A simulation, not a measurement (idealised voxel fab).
process module | voxel fin reveal
cross-section cut | 270 nm wide | cells 5 nm
A cross-section is a grid of square cells, given in bands from the top down. A band is one or more rows of cells.
Each band's line starts with the height of the band's top and of its bottom, in nm. Then come its materials from left to right, each with its width in nm. One material with "throughout" fills the band from edge to edge. "air" is empty space.
Height 0 is the level under which the wafer as received is all one material. The lowest band goes on downwards, as in "0 down".
A width such as "30 to 40" changes by the same amount from each row of cells to the next, from the band's top row to its bottom row.
"no change" after a step means that no cell of the cross-section changed.
closed voids: empty space of 8 cells or more with no open way to the top, each as width x height at its distance from the left edge, in nm
after a step's settings: what the simulator itself notes on the step
overlay nm, on a step with a mask: how far to the right of its planned place the mask lay; to the left if negative
plan
1 op RECEIVE | material Si
2 op CONFORMAL_DEP | material SiN | thk nm 10
3 op MASKED_ETCH | tone cover | mask id FINS | width nm 15 | pitch nm 40 | etch materials SiN | depth nm 10 | overlay nm 0
4 op MASKED_ETCH | tone cover | mask id FINS | width nm 15 | pitch nm 40 | etch materials Si | depth nm 30 | overlay nm 0
5 op OXIDIZE | depth nm 5
6 op FILL_DEP | material SiO2 | thk nm 5
7 op CMP | height nm 10
8 op SELECTIVE_ETCH | etch materials SiO2 | depth nm 30
9 op STRIP | etch materials SiN
10 op CONFORMAL_DEP | material HfO2 | thk nm 5
varied across the wafers: width nm of step 4. The plan shows the first wafer's value. All wafers start alike
first wafer as received, after step 1
  0 down: Si throughout
  closed voids: none
first wafer at the end, after step 10
  5 to 0: air 105 | HfO2 15 | air 25 | HfO2 15 | air 110
  0 to -15: air 105 | HfO2 5 | Si 5 | HfO2 5 | air 25 | HfO2 5 | Si 5 | HfO2 5 | air 110
  -15 to -20: HfO2 110 | Si 5 | HfO2 35 | Si 5 | HfO2 115
  -20 to -35: SiO2 110 | Si 5 | SiO2 35 | Si 5 | SiO2 115
  -35 down: Si throughout
  closed voids: none
last wafer at the end
  5 to 0: air 105 | HfO2 15 | air 25 | HfO2 15 | air 110
  0 to -5: air 100 | HfO2 10 | Si 5 | HfO2 10 | air 15 | HfO2 10 | Si 5 | HfO2 10 | air 105
  -5 to -15: air 100 | HfO2 5 | Si 15 | HfO2 5 | air 15 | HfO2 5 | Si 15 | HfO2 5 | air 105
  -15 to -20: HfO2 105 | Si 15 | HfO2 25 | Si 15 | HfO2 110
  -20 to -35: SiO2 105 | Si 15 | SiO2 25 | Si 15 | SiO2 110
  -35 down: Si throughout
  closed voids: none
each wafer at the end: cells of each material gained (+) or lost (-) since it was received, then its closed voids
width nm 15 | +70 HfO2 | -364 Si | +156 SiO2 | closed voids: none
width nm 20 | +70 HfO2 | -352 Si | +150 SiO2 | closed voids: none
width nm 25 | +70 HfO2 | -340 Si | +144 SiO2 | closed voids: none
